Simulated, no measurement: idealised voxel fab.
Documented hereafter: the process module known as voxel capacitor over wiring.
Section cut is 160 nm wide and gridded with 5 nm square cells.
In what follows, cross-sections appear as grids of square cells, described through bands that run from the top down, where every band is one or more rows of cells.
Band: top and bottom heights (nm) first, top before bottom; then materials from left to right, widths in nm. "all across" marks a sole material filling the band edge to edge. "air" denotes empty space.
All heights in this document are referenced to 0, defined as the level beneath which the wafer, as received, consists entirely of one material. The lowest band is not bounded below; it extends indefinitely downward and is written in the form "0 -> down".
Width spec "30..40" -> top row of cells at first value, bottom row at second value, equal per-row change in between.
When a step is marked "everything unchanged", none of the cells in the cross-section changed during that step.
The label "Closed void listing" introduces a list of the empty spaces, 8 cells or larger, that have no open way up to the top; each entry in it reads width x height at distance, where the distance is taken from the left edge and all three are stated in nm.
Note: text after step settings on the step line = simulator remark on that step.
On any step carrying a mask, the "overlay nm" setting, if present on the step's line, tells how far right of its planned place the mask lay; negative values point to the left.

-- The process steps that were planned are listed below
1: op RECEIVE | material Si
2: op CONFORMAL_DEP | material SiO2 | thk nm 15
3: op CONFORMAL_DEP | material SiN | thk nm 5
4: op DIRECTIONAL_DEP | material lowk | thk nm 20
5: op DIRECTIONAL_DEP | material aC | thk nm 10
6: op PATTERN | tone open | mask id METAL_1 | material resist | width nm 30 | pitch nm 95 | thk nm 30 | overlay nm 0
7: op DIRECTIONAL_ETCH | etch materials aC | depth nm 10
8: op STRIP | etch materials resist
9: op DIRECTIONAL_ETCH | etch materials lowk | depth nm 20
10: op DIRECTIONAL_ETCH | etch materials SiN | depth nm 5
11: op STRIP | etch materials aC
12: op CONFORMAL_DEP | material TiN | thk nm 5
13: op FILL_DEP | material W | thk nm 10
14: op CMP | height nm 40
15: op CONFORMAL_DEP | material SiCN | thk nm 5
16: op DIRECTIONAL_DEP | material SiO2 | thk nm 10
17: op DIRECTIONAL_DEP | material aC | thk nm 15
18: op PATTERN | tone open | mask id PLUG_1 | material resist | width nm 15 | thk nm 35 | overlay nm 0
19: op DIRECTIONAL_ETCH | etch materials aC | depth nm 15
20: op STRIP | etch materials resist
21: op DIRECTIONAL_ETCH | etch materials SiO2 | depth nm 10
22: op DIRECTIONAL_ETCH | etch materials SiCN | depth nm 5
23: op STRIP | etch materials aC
24: op CONFORMAL_DEP | material TiN | thk nm 5
25: op FILL_DEP | material W | thk nm 5
26: op CMP | height nm 55
27: op DIRECTIONAL_DEP | material TiN | thk nm 5
28: op DIRECTIONAL_DEP | material HfO2 | thk nm 5
29: op DIRECTIONAL_DEP | material TiN | thk nm 10
30: op PATTERN | tone cover | mask id UPPER_PLATE | material resist | width nm 70 | thk nm 15 | overlay nm 0
31: op DIRECTIONAL_ETCH | etch materials TiN | depth nm 10
32: op DIRECTIONAL_ETCH | etch materials HfO2 | depth nm 5
33: op STRIP | etch materials resist
34: op DIRECTIONAL_DEP | material aC | thk nm 10
35: op PATTERN | tone cover | mask id LOWER_PLATE | material resist | width nm 80 | thk nm 30 | overlay nm 0
36: op DIRECTIONAL_ETCH | etch materials aC | depth nm 10
37: op STRIP | etch materials resist
38: op DIRECTIONAL_ETCH | etch materials TiN | depth nm 5
39: op STRIP | etch materials aC
40: op FILL_DEP | material SiO2 | thk nm 15
41: op CMP | height nm 85
42: op DIRECTIONAL_DEP | material aC | thk nm 15
43: op PATTERN | tone open | mask id PLUG_2 | material resist | width nm 15 | thk nm 35 | overlay nm 0
44: op DIRECTIONAL_ETCH | etch materials aC | depth nm 15
45: op STRIP | etch materials resist
46: op DIRECTIONAL_ETCH | etch materials SiO2 | depth nm 10
47: op STRIP | etch materials aC
48: op CONFORMAL_DEP | material TiN | thk nm 5
49: op FILL_DEP | material Cu | thk nm 10
50: op CMP | height nm 85
51: op CONFORMAL_DEP | material SiCN | thk nm 5

-- Cross-section of the wafer upon arrival, representing the state reached after step 1
	0 -> down  Si all across
	Closed void listing: none

-- Cross-section, end of module. Start: as above. Plan: as above. Execution: one mistake
	90 -> 85  SiCN all across
	85 -> 80  40 of SiO2, then 5 of TiN, then 5 of Cu, then 5 of TiN, then 105 of SiO2
	80 -> 75  40 of SiO2, then 15 of TiN, then 105 of SiO2
	75 -> 70  SiO2 all across
	70 -> 60  30 of SiO2, then 70 of TiN, then 60 of SiO2
	60 -> 55  25 of SiO2, then 80 of TiN, then 55 of SiO2
	55 -> 45  30 of SiO2, then 5 of TiN, then 5 of W, then 5 of TiN, then 115 of SiO2
	45 -> 40  30 of SiCN, then 15 of TiN, then 115 of SiCN
	40 -> 20  15 of lowk, then 5 of TiN, then 20 of W, then 5 of TiN, then 65 of lowk, then 5 of TiN, then 20 of W, then 5 of TiN, then 20 of lowk
	20 -> 15  15 of SiN, then 30 of TiN, then 65 of SiN, then 30 of TiN, then 20 of SiN
	15 -> 0  SiO2 all across
	0 -> down  Si all across
	Closed void listing: none
What went wrong in running the wafer? plan step 28 was not performed, having been skipped
